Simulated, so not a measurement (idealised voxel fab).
Process module name: voxel transistor to metal
Section cut is 200 nm wide and gridded with 5 nm square cells.
Reading order for cross-sections: top band down to bottom band. Underlying form: a grid of square cells. Band size: one or more rows of cells. The band entry comprises the height of the band's top followed by the height of its bottom, expressed in nm, and subsequently the band's materials from left to right, each stated together with its width in nm. Where a single material is marked with the word "throughout", that material fills the band from edge to edge. The word "empty" represents empty space. A quick word on heights: they are counted from 0, and under that level the wafer as it came to us is one material throughout. The lowest band is different from the rest in having no bottom; it simply continues downward, written as in "0 -> down". You'd read "30 to 40" like this: the band's top row of cells is as wide as the first number, its bottom row is as wide as the second, and going down, every row changes width by the same amount as the row before did. "remains unaltered" after a step means that no cell of the cross-section changed. The entry titled "Completely enclosed voids" provides the empty spaces that have no open way to the top, restricted to those of 8 cells or more. Each is presented as width x height at distance, the distance being measured from the left edge, with all three in nm. after a step's settings: what the simulator itself notes on the step. When a step includes a mask, the "overlay nm" setting on its line states how far to the right of its planned place that mask lay, and negative values state how far to the left.
The steps planned for the process are as follows:
1) op RECEIVE | material Si
2) op CONFORMAL_DEP | material SiO2 | thk nm 5
3) op CONFORMAL_DEP | material SiN | thk nm 15
4) op PATTERN | tone cover | mask id ACTIVE | material resist | width nm 100 | thk nm 15 | overlay nm 0
5) op DIRECTIONAL_ETCH | etch materials SiN | depth nm 15
6) op DIRECTIONAL_ETCH | etch materials SiO2 | depth nm 5
7) op DIRECTIONAL_ETCH | etch materials Si | depth nm 35
8) op STRIP | etch materials resist
9) op FILL_DEP | material SiO2 | thk nm 15
10) op CMP | height nm 20
11) op SELECTIVE_ETCH | etch materials SiO2 | depth nm 5
12) op STRIP | etch materials SiN
13) op SELECTIVE_ETCH | etch materials SiO2 | depth nm 5
14) op OXIDIZE | depth nm 5
15) op DIRECTIONAL_DEP | material polySi | thk nm 30
16) op DIRECTIONAL_DEP | material SiCN | thk nm 10
17) op PATTERN | tone cover | mask id GATE | material resist | width nm 20 | thk nm 15 | overlay nm 0
18) op DIRECTIONAL_ETCH | etch materials SiCN | depth nm 20
19) op DIRECTIONAL_ETCH | etch materials polySi | depth nm 40
20) op STRIP | etch materials resist
21) op CONFORMAL_DEP | material SiO2 | thk nm 5
22) op DIRECTIONAL_ETCH | etch materials SiO2 | depth nm 5
23) op CONFORMAL_DEP | material SiN | thk nm 5
24) op DIRECTIONAL_ETCH | etch materials SiN | depth nm 5
25) op DIRECTIONAL_ETCH | etch materials SiO2 | depth nm 5
26) op DIRECTIONAL_ETCH | etch materials Si | depth nm 15
27) op EPI | material SiGe | thk nm 15
28) op FILL_DEP | material SiO2 | thk nm 5
29) op CMP | height nm 40
30) op DIRECTIONAL_DEP | material SiO2 | thk nm 15
31) op MASKED_ETCH | tone open | mask id CONTACT | width nm 20 | pitch nm 70 | etch materials SiO2 | depth nm 45 | overlay nm 0
32) op CONFORMAL_DEP | material TiN | thk nm 5
33) op FILL_DEP | material W | thk nm 10
34) op CMP | height nm 55
35) op DIRECTIONAL_DEP | material TiN | thk nm 5
36) op DIRECTIONAL_DEP | material Ru | thk nm 20
37) op DIRECTIONAL_DEP | material aC | thk nm 15
38) op PATTERN | tone cover | mask id METAL_1 | material resist | width nm 20 | pitch nm 70 | thk nm 30 | overlay nm 0
39) op DIRECTIONAL_ETCH | etch materials aC | depth nm 15
40) op STRIP | etch materials resist
41) op DIRECTIONAL_ETCH | etch materials Ru | depth nm 20
42) op DIRECTIONAL_ETCH | etch materials TiN | depth nm 5
43) op STRIP | etch materials aC
44) op FILL_DEP | material lowk | thk nm 10
45) op CMP | height nm 80
46) op CONFORMAL_DEP | material SiCN | thk nm 5
47) op DIRECTIONAL_DEP | material SiO2 | thk nm 30
48) op PATTERN | tone open | mask id METAL_2_HOLES | material resist | width nm 15 | pitch nm 70 | thk nm 20 | overlay nm 0
49) op DIRECTIONAL_ETCH | etch materials SiO2 | depth nm 30
50) op STRIP | etch materials resist
51) op DIRECTIONAL_DEP | material aC | thk nm 15
52) op PATTERN | tone open | mask id METAL_2 | material resist | width nm 20 | pitch nm 70 | thk nm 30 | overlay nm 0
53) op DIRECTIONAL_ETCH | etch materials aC | depth nm 15
54) op STRIP | etch materials resist
55) op DIRECTIONAL_ETCH | etch materials SiO2 | depth nm 15
56) op DIRECTIONAL_ETCH | etch materials SiCN | depth nm 5
57) op STRIP | etch materials aC
58) op CONFORMAL_DEP | material TiN | thk nm 5
59) op FILL_DEP | material Cu | thk nm 10
60) op CMP | height nm 115
61) op CONFORMAL_DEP | material SiN | thk nm 5
The following pertains to the first of two wafers, which was processed as planned:
Received-state cross-section, reflecting completion of step 1:
    0 -> down = Si throughout
    Completely enclosed voids: none
Wafer xsec, post step 2:
    5 -> 0 = SiO2 throughout
    Below a height of 0, the structure has not been altered.
Wafer xsec, post step 3:
    20 -> 5 = SiN throughout
    Below a height of 5, the structure has not been altered.
Wafer xsec, post step 4:
    35 -> 20 = empty 50 / resist 100 / empty 50
    Below a height of 20, the structure has not been altered.
Wafer xsec, post step 5:
    35 -> 20 = empty 50 / resist 100 / empty 50
    20 -> 5 = empty 50 / SiN 100 / empty 50
    Below a height of 5, the structure has not been altered.
Wafer xsec, post step 6:
    35 -> 20 = empty 50 / resist 100 / empty 50
    20 -> 5 = empty 50 / SiN 100 / empty 50
    5 -> 0 = empty 50 / SiO2 100 / empty 50
    Below a height of 0, the structure has not been altered.
Wafer xsec, post step 7:
    35 -> 20 = empty 50 / resist 100 / empty 50
    20 -> 5 = empty 50 / SiN 100 / empty 50
    5 -> 0 = empty 50 / SiO2 100 / empty 50
    0 -> -35 = empty 50 / Si 100 / empty 50
    Below a height of -35, the structure has not been altered.
Wafer xsec, post step 8:
    20 -> 5 = empty 50 / SiN 100 / empty 50
    Below a height of 5, the structure has not been altered.
Wafer xsec, post step 9:
    35 -> 20 = SiO2 throughout
    20 -> 5 = SiO2 50 / SiN 100 / SiO2 50
    5 -> 0 = SiO2 throughout
    0 -> -35 = SiO2 50 / Si 100 / SiO2 50
    Below a height of -35, the structure has not been altered.
Wafer xsec, post step 10:
    20 -> 5 = SiO2 50 / SiN 100 / SiO2 50
    Below a height of 5, the structure has not been altered.
Wafer xsec, post step 11:
    20 -> 15 = empty 50 / SiN 100 / empty 50
    Below a height of 15, the structure has not been altered.
Wafer xsec, post step 12:
    15 -> 5 = SiO2 50 / empty 100 / SiO2 50
    Below a height of 5, the structure has not been altered.
Wafer xsec, post step 13:
    10 -> 0 = SiO2 45 / empty 110 / SiO2 45
    Below a height of 0, the structure has not been altered.
Wafer xsec, post step 14:
    10 -> 0 = SiO2 45 / empty 110 / SiO2 45
    0 -> -5 = SiO2 throughout
    Below a height of -5, the structure has not been altered.
Wafer xsec, post step 15:
    40 -> 30 = polySi 45 / empty 110 / polySi 45
    30 -> 10 = polySi throughout
    10 -> 0 = SiO2 45 / polySi 110 / SiO2 45
    Below a height of 0, the structure has not been altered.
Wafer xsec, post step 16:
    50 -> 40 = SiCN 45 / empty 110 / SiCN 45
    40 -> 30 = polySi 45 / SiCN 110 / polySi 45
    Below a height of 30, the structure has not been altered.
Wafer xsec, post step 17:
    65 -> 50 = empty 90 / resist 20 / empty 90
    50 -> 40 = SiCN 45 / empty 45 / resist 20 / empty 45 / SiCN 45
    Below a height of 40, the structure has not been altered.
Wafer xsec, post step 18:
    65 -> 40 = empty 90 / resist 20 / empty 90
    40 -> 30 = polySi 45 / empty 45 / SiCN 20 / empty 45 / polySi 45
    Below a height of 30, the structure has not been altered.
Wafer xsec, post step 19:
    65 -> 40 = empty 90 / resist 20 / empty 90
    40 -> 30 = empty 90 / SiCN 20 / empty 90
    30 -> 10 = empty 90 / polySi 20 / empty 90
    10 -> 0 = SiO2 45 / empty 45 / polySi 20 / empty 45 / SiO2 45
    Below a height of 0, the structure has not been altered.
Wafer xsec, post step 20:
    40 -> 30 = empty 90 / SiCN 20 / empty 90
    Below a height of 30, the structure has not been altered.
Wafer xsec, post step 21:
    45 -> 40 = empty 85 / SiO2 30 / empty 85
    40 -> 30 = empty 85 / SiO2 5 / SiCN 20 / SiO2 5 / empty 85
    30 -> 15 = empty 85 / SiO2 5 / polySi 20 / SiO2 5 / empty 85
    15 -> 5 = SiO2 50 / empty 35 / SiO2 5 / polySi 20 / SiO2 5 / empty 35 / SiO2 50
    5 -> 0 = SiO2 90 / polySi 20 / SiO2 90
    Below a height of 0, the structure has not been altered.
Wafer xsec, post step 22:
    40 -> 30 = empty 85 / SiO2 5 / SiCN 20 / SiO2 5 / empty 85
    30 -> 10 = empty 85 / SiO2 5 / polySi 20 / SiO2 5 / empty 85
    10 -> 0 = SiO2 50 / empty 35 / SiO2 5 / polySi 20 / SiO2 5 / empty 35 / SiO2 50
    Below a height of 0, the structure has not been altered.
Wafer xsec, post step 23:
    45 -> 40 = empty 80 / SiN 40 / empty 80
    40 -> 30 = empty 80 / SiN 5 / SiO2 5 / SiCN 20 / SiO2 5 / SiN 5 / empty 80
    30 -> 15 = empty 80 / SiN 5 / SiO2 5 / polySi 20 / SiO2 5 / SiN 5 / empty 80
    15 -> 10 = SiN 55 / empty 25 / SiN 5 / SiO2 5 / polySi 20 / SiO2 5 / SiN 5 / empty 25 / SiN 55
    10 -> 5 = SiO2 50 / SiN 5 / empty 25 / SiN 5 / SiO2 5 / polySi 20 / SiO2 5 / SiN 5 / empty 25 / SiN 5 / SiO2 50
    5 -> 0 = SiO2 50 / SiN 35 / SiO2 5 / polySi 20 / SiO2 5 / SiN 35 / SiO2 50
    Below a height of 0, the structure has not been altered.
Wafer xsec, post step 24:
    40 -> 30 = empty 80 / SiN 5 / SiO2 5 / SiCN 20 / SiO2 5 / SiN 5 / empty 80
    30 -> 10 = empty 80 / SiN 5 / SiO2 5 / polySi 20 / SiO2 5 / SiN 5 / empty 80
    10 -> 0 = SiO2 50 / SiN 5 / empty 25 / SiN 5 / SiO2 5 / polySi 20 / SiO2 5 / SiN 5 / empty 25 / SiN 5 / SiO2 50
    Below a height of 0, the structure has not been altered.
Wafer xsec, post step 25:
    40 -> 35 = empty 80 / SiN 5 / empty 5 / SiCN 20 / empty 5 / SiN 5 / empty 80
    35 -> 30 = empty 80 / SiN 5 / SiO2 5 / SiCN 20 / SiO2 5 / SiN 5 / empty 80
    30 -> 10 = empty 80 / SiN 5 / SiO2 5 / polySi 20 / SiO2 5 / SiN 5 / empty 80
    10 -> 5 = empty 50 / SiN 5 / empty 25 / SiN 5 / SiO2 5 / polySi 20 / SiO2 5 / SiN 5 / empty 25 / SiN 5 / empty 50
    5 -> 0 = SiO2 50 / SiN 5 / empty 25 / SiN 5 / SiO2 5 / polySi 20 / SiO2 5 / SiN 5 / empty 25 / SiN 5 / SiO2 50
    0 -> -5 = SiO2 55 / empty 25 / SiO2 40 / empty 25 / SiO2 55
    Below a height of -5, the structure has not been altered.
Wafer xsec, post step 26:
    40 -> 35 = empty 80 / SiN 5 / empty 5 / SiCN 20 / empty 5 / SiN 5 / empty 80
    35 -> 30 = empty 80 / SiN 5 / SiO2 5 / SiCN 20 / SiO2 5 / SiN 5 / empty 80
    30 -> 10 = empty 80 / SiN 5 / SiO2 5 / polySi 20 / SiO2 5 / SiN 5 / empty 80
    10 -> 5 = empty 50 / SiN 5 / empty 25 / SiN 5 / SiO2 5 / polySi 20 / SiO2 5 / SiN 5 / empty 25 / SiN 5 / empty 50
    5 -> 0 = SiO2 50 / SiN 5 / empty 25 / SiN 5 / SiO2 5 / polySi 20 / SiO2 5 / SiN 5 / empty 25 / SiN 5 / SiO2 50
    0 -> -5 = SiO2 55 / empty 25 / SiO2 40 / empty 25 / SiO2 55
    -5 -> -20 = SiO2 50 / Si 5 / empty 25 / Si 40 / empty 25 / Si 5 / SiO2 50
    Below a height of -20, the structure has not been altered.
Wafer xsec, post step 27:
    40 -> 35 = empty 80 / SiN 5 / empty 5 / SiCN 20 / empty 5 / SiN 5 / empty 80
    35 -> 30 = empty 80 / SiN 5 / SiO2 5 / SiCN 20 / SiO2 5 / SiN 5 / empty 80
    30 -> 10 = empty 80 / SiN 5 / SiO2 5 / polySi 20 / SiO2 5 / SiN 5 / empty 80
    10 -> 5 = empty 50 / SiN 5 / SiGe 25 / SiN 5 / SiO2 5 / polySi 20 / SiO2 5 / SiN 5 / SiGe 25 / SiN 5 / empty 50
    5 -> 0 = SiO2 50 / SiN 5 / SiGe 25 / SiN 5 / SiO2 5 / polySi 20 / SiO2 5 / SiN 5 / SiGe 25 / SiN 5 / SiO2 50
    0 -> -5 = SiO2 55 / SiGe 25 / SiO2 40 / SiGe 25 / SiO2 55
    -5 -> -20 = SiO2 50 / Si 5 / SiGe 25 / Si 40 / SiGe 25 / Si 5 / SiO2 50
    Below a height of -20, the structure has not been altered.
Wafer xsec, post step 28:
    45 -> 40 = SiO2 throughout
    40 -> 30 = SiO2 80 / SiN 5 / SiO2 5 / SiCN 20 / SiO2 5 / SiN 5 / SiO2 80
    30 -> 10 = SiO2 80 / SiN 5 / SiO2 5 / polySi 20 / SiO2 5 / SiN 5 / SiO2 80
    10 -> 0 = SiO2 50 / SiN 5 / SiGe 25 / SiN 5 / SiO2 5 / polySi 20 / SiO2 5 / SiN 5 / SiGe 25 / SiN 5 / SiO2 50
    Below a height of 0, the structure has not been altered.
Wafer xsec, post step 29:
    40 -> 30 = SiO2 80 / SiN 5 / SiO2 5 / SiCN 20 / SiO2 5 / SiN 5 / SiO2 80
    Below a height of 30, the structure has not been altered.
Wafer xsec, post step 30:
    55 -> 40 = SiO2 throughout
    Below a height of 40, the structure has not been altered.
Wafer xsec, post step 31:
    55 -> 40 = SiO2 55 / empty 20 / SiO2 50 / empty 20 / SiO2 55
    40 -> 30 = SiO2 55 / empty 20 / SiO2 5 / SiN 5 / SiO2 5 / SiCN 20 / SiO2 5 / SiN 5 / SiO2 5 / empty 20 / SiO2 55
    30 -> 10 = SiO2 55 / empty 20 / SiO2 5 / SiN 5 / SiO2 5 / polySi 20 / SiO2 5 / SiN 5 / SiO2 5 / empty 20 / SiO2 55
    Below a height of 10, the structure has not been altered.
Wafer xsec, post step 32:
    60 -> 55 = TiN 60 / empty 10 / TiN 60 / empty 10 / TiN 60
    55 -> 40 = SiO2 55 / TiN 5 / empty 10 / TiN 5 / SiO2 50 / TiN 5 / empty 10 / TiN 5 / SiO2 55
    40 -> 30 = SiO2 55 / TiN 5 / empty 10 / TiN 5 / SiO2 5 / SiN 5 / SiO2 5 / SiCN 20 / SiO2 5 / SiN 5 / SiO2 5 / TiN 5 / empty 10 / TiN 5 / SiO2 55
    30 -> 15 = SiO2 55 / TiN 5 / empty 10 / TiN 5 / SiO2 5 / SiN 5 / SiO2 5 / polySi 20 / SiO2 5 / SiN 5 / SiO2 5 / TiN 5 / empty 10 / TiN 5 / SiO2 55
    15 -> 10 = SiO2 55 / TiN 20 / SiO2 5 / SiN 5 / SiO2 5 / polySi 20 / SiO2 5 / SiN 5 / SiO2 5 / TiN 20 / SiO2 55
    Below a height of 10, the structure has not been altered.
Wafer xsec, post step 33:
    70 -> 60 = W throughout
    60 -> 55 = TiN 60 / W 10 / TiN 60 / W 10 / TiN 60
    55 -> 40 = SiO2 55 / TiN 5 / W 10 / TiN 5 / SiO2 50 / TiN 5 / W 10 / TiN 5 / SiO2 55
    40 -> 30 = SiO2 55 / TiN 5 / W 10 / TiN 5 / SiO2 5 / SiN 5 / SiO2 5 / SiCN 20 / SiO2 5 / SiN 5 / SiO2 5 / TiN 5 / W 10 / TiN 5 / SiO2 55
    30 -> 15 = SiO2 55 / TiN 5 / W 10 / TiN 5 / SiO2 5 / SiN 5 / SiO2 5 / polySi 20 / SiO2 5 / SiN 5 / SiO2 5 / TiN 5 / W 10 / TiN 5 / SiO2 55
    Below a height of 15, the structure has not been altered.
Wafer xsec, post step 34:
    55 -> 40 = SiO2 55 / TiN 5 / W 10 / TiN 5 / SiO2 50 / TiN 5 / W 10 / TiN 5 / SiO2 55
    Below a height of 40, the structure has not been altered.
Wafer xsec, post step 35:
    60 -> 55 = TiN throughout
    Below a height of 55, the structure has not been altered.
Wafer xsec, post step 36:
    80 -> 60 = Ru throughout
    Below a height of 60, the structure has not been altered.
Wafer xsec, post step 37:
    95 -> 80 = aC throughout
    Below a height of 80, the structure has not been altered.
Wafer xsec, post step 38:
    125 -> 95 = empty 55 / resist 20 / empty 50 / resist 20 / empty 55
    Below a height of 95, the structure has not been altered.
Wafer xsec, post step 39:
    110 -> 95 = empty 55 / resist 20 / empty 50 / resist 20 / empty 55
    95 -> 80 = empty 55 / aC 20 / empty 50 / aC 20 / empty 55
    Below a height of 80, the structure has not been altered.
Wafer xsec, post step 40:
    95 -> 80 = empty 55 / aC 20 / empty 50 / aC 20 / empty 55
    Below a height of 80, the structure has not been altered.
Wafer xsec, post step 41:
    95 -> 80 = empty 55 / aC 20 / empty 50 / aC 20 / empty 55
    80 -> 60 = empty 55 / Ru 20 / empty 50 / Ru 20 / empty 55
    Below a height of 60, the structure has not been altered.
Wafer xsec, post step 42:
    95 -> 80 = empty 55 / aC 20 / empty 50 / aC 20 / empty 55
    80 -> 60 = empty 55 / Ru 20 / empty 50 / Ru 20 / empty 55
    60 -> 55 = empty 55 / TiN 20 / empty 50 / TiN 20 / empty 55
    Below a height of 55, the structure has not been altered.
Wafer xsec, post step 43:
    80 -> 60 = empty 55 / Ru 20 / empty 50 / Ru 20 / empty 55
    Below a height of 60, the structure has not been altered.
Wafer xsec, post step 44:
    90 -> 80 = lowk throughout
    80 -> 60 = lowk 55 / Ru 20 / lowk 50 / Ru 20 / lowk 55
    60 -> 55 = lowk 55 / TiN 20 / lowk 50 / TiN 20 / lowk 55
    Below a height of 55, the structure has not been altered.
Wafer xsec, post step 45:
    80 -> 60 = lowk 55 / Ru 20 / lowk 50 / Ru 20 / lowk 55
    Below a height of 60, the structure has not been altered.
Wafer xsec, post step 46:
    85 -> 80 = SiCN throughout
    Below a height of 80, the structure has not been altered.
Wafer xsec, post step 47:
    115 -> 85 = SiO2 throughout
    Below a height of 85, the structure has not been altered.
Wafer xsec, post step 48:
    135 -> 115 = resist 55 / empty 15 / resist 55 / empty 15 / resist 60
    Below a height of 115, the structure has not been altered.
Wafer xsec, post step 49:
    135 -> 115 = resist 55 / empty 15 / resist 55 / empty 15 / resist 60
    115 -> 85 = SiO2 55 / empty 15 / SiO2 55 / empty 15 / SiO2 60
    Below a height of 85, the structure has not been altered.
Wafer xsec, post step 50:
    115 -> 85 = SiO2 55 / empty 15 / SiO2 55 / empty 15 / SiO2 60
    Below a height of 85, the structure has not been altered.
Wafer xsec, post step 51:
    130 -> 115 = aC 55 / empty 15 / aC 55 / empty 15 / aC 60
    115 -> 100 = SiO2 55 / empty 15 / SiO2 55 / empty 15 / SiO2 60
    100 -> 85 = SiO2 55 / aC 15 / SiO2 55 / aC 15 / SiO2 60
    Below a height of 85, the structure has not been altered.
Wafer xsec, post step 52:
    160 -> 130 = resist 55 / empty 20 / resist 50 / empty 20 / resist 55
    Below a height of 130, the structure has not been altered.
Wafer xsec, post step 53:
    145 -> 130 = resist 55 / empty 20 / resist 50 / empty 20 / resist 55
    130 -> 115 = aC 55 / empty 20 / aC 50 / empty 20 / aC 55
    115 -> 85 = SiO2 55 / empty 15 / SiO2 55 / empty 15 / SiO2 60
    Below a height of 85, the structure has not been altered.
Wafer xsec, post step 54:
    130 -> 115 = aC 55 / empty 20 / aC 50 / empty 20 / aC 55
    Below a height of 115, the structure has not been altered.
Wafer xsec, post step 55:
    130 -> 115 = aC 55 / empty 20 / aC 50 / empty 20 / aC 55
    115 -> 100 = SiO2 55 / empty 20 / SiO2 50 / empty 20 / SiO2 55
    Below a height of 100, the structure has not been altered.
Wafer xsec, post step 56:
    130 -> 115 = aC 55 / empty 20 / aC 50 / empty 20 / aC 55
    115 -> 100 = SiO2 55 / empty 20 / SiO2 50 / empty 20 / SiO2 55
    100 -> 85 = SiO2 55 / empty 15 / SiO2 55 / empty 15 / SiO2 60
    85 -> 80 = SiCN 55 / empty 15 / SiCN 55 / empty 15 / SiCN 60
    Below a height of 80, the structure has not been altered.
Wafer xsec, post step 57:
    115 -> 100 = SiO2 55 / empty 20 / SiO2 50 / empty 20 / SiO2 55
    Below a height of 100, the structure has not been altered.
Wafer xsec, post step 58:
    120 -> 115 = TiN 60 / empty 10 / TiN 60 / empty 10 / TiN 60
    115 -> 105 = SiO2 55 / TiN 5 / empty 10 / TiN 5 / SiO2 50 / TiN 5 / empty 10 / TiN 5 / SiO2 55
    105 -> 100 = SiO2 55 / TiN 5 / empty 5 / TiN 10 / SiO2 50 / TiN 5 / empty 5 / TiN 10 / SiO2 55
    100 -> 85 = SiO2 55 / TiN 5 / empty 5 / TiN 5 / SiO2 55 / TiN 5 / empty 5 / TiN 5 / SiO2 60
    85 -> 80 = SiCN 55 / TiN 15 / SiCN 55 / TiN 15 / SiCN 60
    Below a height of 80, the structure has not been altered.
Wafer xsec, post step 59:
    130 -> 120 = Cu throughout
    120 -> 115 = TiN 60 / Cu 10 / TiN 60 / Cu 10 / TiN 60
    115 -> 105 = SiO2 55 / TiN 5 / Cu 10 / TiN 5 / SiO2 50 / TiN 5 / Cu 10 / TiN 5 / SiO2 55
    105 -> 100 = SiO2 55 / TiN 5 / Cu 5 / TiN 10 / SiO2 50 / TiN 5 / Cu 5 / TiN 10 / SiO2 55
    100 -> 85 = SiO2 55 / TiN 5 / Cu 5 / TiN 5 / SiO2 55 / TiN 5 / Cu 5 / TiN 5 / SiO2 60
    Below a height of 85, the structure has not been altered.
Wafer xsec, post step 60:
    115 -> 105 = SiO2 55 / TiN 5 / Cu 10 / TiN 5 / SiO2 50 / TiN 5 / Cu 10 / TiN 5 / SiO2 55
    Below a height of 105, the structure has not been altered.
Wafer xsec, post step 61:
    120 -> 115 = SiN throughout
    Below a height of 115, the structure has not been altered.
Second wafer: same start and same plan as the first, one execution error; identical to the first through step 35:
Second wafer shown in cross-section at the time step 36 was slated to end:
    80 -> 60 = W throughout
    Below a height of 60, the structure has not been altered.
Second wafer shown in cross-section at the time step 37 was slated to end:
    95 -> 80 = aC throughout
    Below a height of 80, the structure has not been altered.
Second wafer shown in cross-section at the time step 38 was slated to end:
    125 -> 95 = empty 55 / resist 20 / empty 50 / resist 20 / empty 55
    Below a height of 95, the structure has not been altered.
Second wafer shown in cross-section at the time step 39 was slated to end:
    110 -> 95 = empty 55 / resist 20 / empty 50 / resist 20 / empty 55
    95 -> 80 = empty 55 / aC 20 / empty 50 / aC 20 / empty 55
    Below a height of 80, the structure has not been altered.
Second wafer shown in cross-section at the time step 40 was slated to end:
    95 -> 80 = empty 55 / aC 20 / empty 50 / aC 20 / empty 55
    Below a height of 80, the structure has not been altered.
Second wafer shown in cross-section at the time step 41 was slated to end: remains unaltered
Second wafer shown in cross-section at the time step 42 was slated to end: remains unaltered
Second wafer shown in cross-section at the time step 43 was slated to end:
    80 -> 60 = W throughout
    Below a height of 60, the structure has not been altered.
Second wafer shown in cross-section at the time step 44 was slated to end:
    90 -> 80 = lowk throughout
    Below a height of 80, the structure has not been altered.
Second wafer shown in cross-section at the time step 45 was slated to end:
    80 -> 60 = W throughout
    Below a height of 60, the structure has not been altered.
Second wafer shown in cross-section at the time step 46 was slated to end:
    85 -> 80 = SiCN throughout
    Below a height of 80, the structure has not been altered.
Second wafer shown in cross-section at the time step 47 was slated to end:
    115 -> 85 = SiO2 throughout
    Below a height of 85, the structure has not been altered.
Second wafer shown in cross-section at the time step 48 was slated to end:
    135 -> 115 = resist 55 / empty 15 / resist 55 / empty 15 / resist 60
    Below a height of 115, the structure has not been altered.
Second wafer shown in cross-section at the time step 49 was slated to end:
    135 -> 115 = resist 55 / empty 15 / resist 55 / empty 15 / resist 60
    115 -> 85 = SiO2 55 / empty 15 / SiO2 55 / empty 15 / SiO2 60
    Below a height of 85, the structure has not been altered.
Second wafer shown in cross-section at the time step 50 was slated to end:
    115 -> 85 = SiO2 55 / empty 15 / SiO2 55 / empty 15 / SiO2 60
    Below a height of 85, the structure has not been altered.
Second wafer shown in cross-section at the time step 51 was slated to end:
    130 -> 115 = aC 55 / empty 15 / aC 55 / empty 15 / aC 60
    115 -> 100 = SiO2 55 / empty 15 / SiO2 55 / empty 15 / SiO2 60
    100 -> 85 = SiO2 55 / aC 15 / SiO2 55 / aC 15 / SiO2 60
    Below a height of 85, the structure has not been altered.
Second wafer shown in cross-section at the time step 52 was slated to end:
    160 -> 130 = resist 55 / empty 20 / resist 50 / empty 20 / resist 55
    Below a height of 130, the structure has not been altered.
Second wafer shown in cross-section at the time step 53 was slated to end:
    145 -> 130 = resist 55 / empty 20 / resist 50 / empty 20 / resist 55
    130 -> 115 = aC 55 / empty 20 / aC 50 / empty 20 / aC 55
    115 -> 85 = SiO2 55 / empty 15 / SiO2 55 / empty 15 / SiO2 60
    Below a height of 85, the structure has not been altered.
Second wafer shown in cross-section at the time step 54 was slated to end:
    130 -> 115 = aC 55 / empty 20 / aC 50 / empty 20 / aC 55
    Below a height of 115, the structure has not been altered.
Second wafer shown in cross-section at the time step 55 was slated to end:
    130 -> 115 = aC 55 / empty 20 / aC 50 / empty 20 / aC 55
    115 -> 100 = SiO2 55 / empty 20 / SiO2 50 / empty 20 / SiO2 55
    Below a height of 100, the structure has not been altered.
Second wafer shown in cross-section at the time step 56 was slated to end:
    130 -> 115 = aC 55 / empty 20 / aC 50 / empty 20 / aC 55
    115 -> 100 = SiO2 55 / empty 20 / SiO2 50 / empty 20 / SiO2 55
    100 -> 85 = SiO2 55 / empty 15 / SiO2 55 / empty 15 / SiO2 60
    85 -> 80 = SiCN 55 / empty 15 / SiCN 55 / empty 15 / SiCN 60
    Below a height of 80, the structure has not been altered.
Second wafer shown in cross-section at the time step 57 was slated to end:
    115 -> 100 = SiO2 55 / empty 20 / SiO2 50 / empty 20 / SiO2 55
    Below a height of 100, the structure has not been altered.
Second wafer shown in cross-section at the time step 58 was slated to end:
    120 -> 115 = TiN 60 / empty 10 / TiN 60 / empty 10 / TiN 60
    115 -> 105 = SiO2 55 / TiN 5 / empty 10 / TiN 5 / SiO2 50 / TiN 5 / empty 10 / TiN 5 / SiO2 55
    105 -> 100 = SiO2 55 / TiN 5 / empty 5 / TiN 10 / SiO2 50 / TiN 5 / empty 5 / TiN 10 / SiO2 55
    100 -> 85 = SiO2 55 / TiN 5 / empty 5 / TiN 5 / SiO2 55 / TiN 5 / empty 5 / TiN 5 / SiO2 60
    85 -> 80 = SiCN 55 / TiN 15 / SiCN 55 / TiN 15 / SiCN 60
    Below a height of 80, the structure has not been altered.
Second wafer shown in cross-section at the time step 59 was slated to end:
    130 -> 120 = Cu throughout
    120 -> 115 = TiN 60 / Cu 10 / TiN 60 / Cu 10 / TiN 60
    115 -> 105 = SiO2 55 / TiN 5 / Cu 10 / TiN 5 / SiO2 50 / TiN 5 / Cu 10 / TiN 5 / SiO2 55
    105 -> 100 = SiO2 55 / TiN 5 / Cu 5 / TiN 10 / SiO2 50 / TiN 5 / Cu 5 / TiN 10 / SiO2 55
    100 -> 85 = SiO2 55 / TiN 5 / Cu 5 / TiN 5 / SiO2 55 / TiN 5 / Cu 5 / TiN 5 / SiO2 60
    Below a height of 85, the structure has not been altered.
Second wafer shown in cross-section at the time step 60 was slated to end:
    115 -> 105 = SiO2 55 / TiN 5 / Cu 10 / TiN 5 / SiO2 50 / TiN 5 / Cu 10 / TiN 5 / SiO2 55
    Below a height of 105, the structure has not been altered.
Second wafer shown in cross-section at the time step 61 was slated to end:
    120 -> 115 = SiN throughout
    Below a height of 115, the structure has not been altered.
In executing the process, a mistake was made relative to the plan: heads up, step 36 didn't go per plan, it actually ran as op DIRECTIONAL_DEP | material W | thk nm 20
at the end the second wafer has, in cells: Ru -32; TiN +32; W +160; lowk -160
